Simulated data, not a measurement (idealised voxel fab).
Title: Process Module voxel ribs on slabs
Displayed cross-section: cut, width of 170 nm, square cells sized 5 nm.
Cross-section spec: square-cell grid; bands listed top down; each band is one or more rows.
In this notation a band is specified by the heights of its top and bottom, in that order and in nm, after which its materials appear from left to right, each paired with its width in nm. The word "full width" attached to a single material means that material fills the band from edge to edge; the word "air" stands for empty space.
It should be noted that heights are counted from 0, beneath which the wafer as supplied is of one material throughout, and that the lowest band possesses no lower boundary but continues downward, as written in "0 and below".
Width "30->40": first value at the band's top row of cells, second value at its bottom row, equal change from row to row.
Any step labelled "remained unchanged" changed none of the cells in the cross-section.
Look at "Voids, sealed" for the closed voids: empty spaces with no open path to the top, sized 8 cells or up. Each is width x height at distance, distance from the left edge, all nm.
Where a step's line continues beyond its settings, the continuation is a remark by the simulator itself on that step.
What "overlay nm" on a step's line means: if the step has a mask, that mask lay this far to the right of its planned place, or, when the value is negative, to the left.
**These are the steps we planned for the process**
1 RECEIVE (material Si)
2 DIRECTIONAL_DEP (material SiO2; thk nm 20)
3 DIRECTIONAL_DEP (material polySi; thk nm 15)
4 MASKED_ETCH (tone cover; mask id RIB; width nm 30; etch materials polySi; depth nm 5; overlay nm 0)
5 DIRECTIONAL_DEP (material aC; thk nm 15)
6 PATTERN (tone cover; mask id SLAB; material resist; width nm 70; thk nm 35; overlay nm 0)
7 DIRECTIONAL_ETCH (etch materials aC; depth nm 15)
8 STRIP (etch materials resist)
9 DIRECTIONAL_ETCH (etch materials polySi; depth nm 5)
10 STRIP (etch materials aC)
11 FILL_DEP (material SiO2; thk nm 15)
12 CMP (height nm 45)
13 DIRECTIONAL_DEP (material W; thk nm 10)
14 DIRECTIONAL_DEP (material aC; thk nm 10)
15 PATTERN (tone cover; mask id HEATER; material resist; width nm 40; thk nm 25; overlay nm 0)
16 DIRECTIONAL_ETCH (etch materials aC; depth nm 10)
17 STRIP (etch materials resist)
18 DIRECTIONAL_ETCH (etch materials W; depth nm 10)
19 STRIP (etch materials aC)
20 CONFORMAL_DEP (material SiN; thk nm 10)
Be aware that, although all wafers share a common starting state, the depth nm at step 4 differs among them, and the plan displays the first wafer's value.
**Cross-section of the first of several wafers as received (after step 1)**
0 and below | Si full width
Voids, sealed: none
**The cross-section of the first of several wafers is given below for the end of the module, after its final step, step 20**
65 down to 55 | 55 air / 60 SiN / 55 air
55 down to 45 | 65 SiN / 40 W / 65 SiN
45 down to 35 | SiO2 full width
35 down to 25 | 70->50 SiO2 / 30->70 polySi / 70->50 SiO2
25 down to 20 | polySi full width
20 down to 0 | SiO2 full width
0 and below | Si full width
Voids, sealed: none
**Cross-sectional depiction of the last of several wafers upon completion of the module**
65 down to 55 | 55 air / 60 SiN / 55 air
55 down to 45 | 65 SiN / 40 W / 65 SiN
45 down to 35 | SiO2 full width
35 down to 20 | 70 SiO2 / 30 polySi / 70 SiO2
20 down to 0 | SiO2 full width
0 and below | Si full width
Voids, sealed: none
**The following table contains a row per wafer, in which are reported, at the conclusion of the module, the cells of each material gained (+) or lost (-) since the wafer's receipt, with its closed voids given thereafter**
depth nm 5 | +76 SiN | +252 SiO2 | +16 W | +54 polySi | Voids, sealed: none
depth nm 10 | +76 SiN | +280 SiO2 | +16 W | +26 polySi | Voids, sealed: none
depth nm 15 | +76 SiN | +288 SiO2 | +16 W | +18 polySi | Voids, sealed: none
depth nm 20 | +76 SiN | +288 SiO2 | +16 W | +18 polySi | Voids, sealed: none
depth nm 25 | +76 SiN | +288 SiO2 | +16 W | +18 polySi | Voids, sealed: none
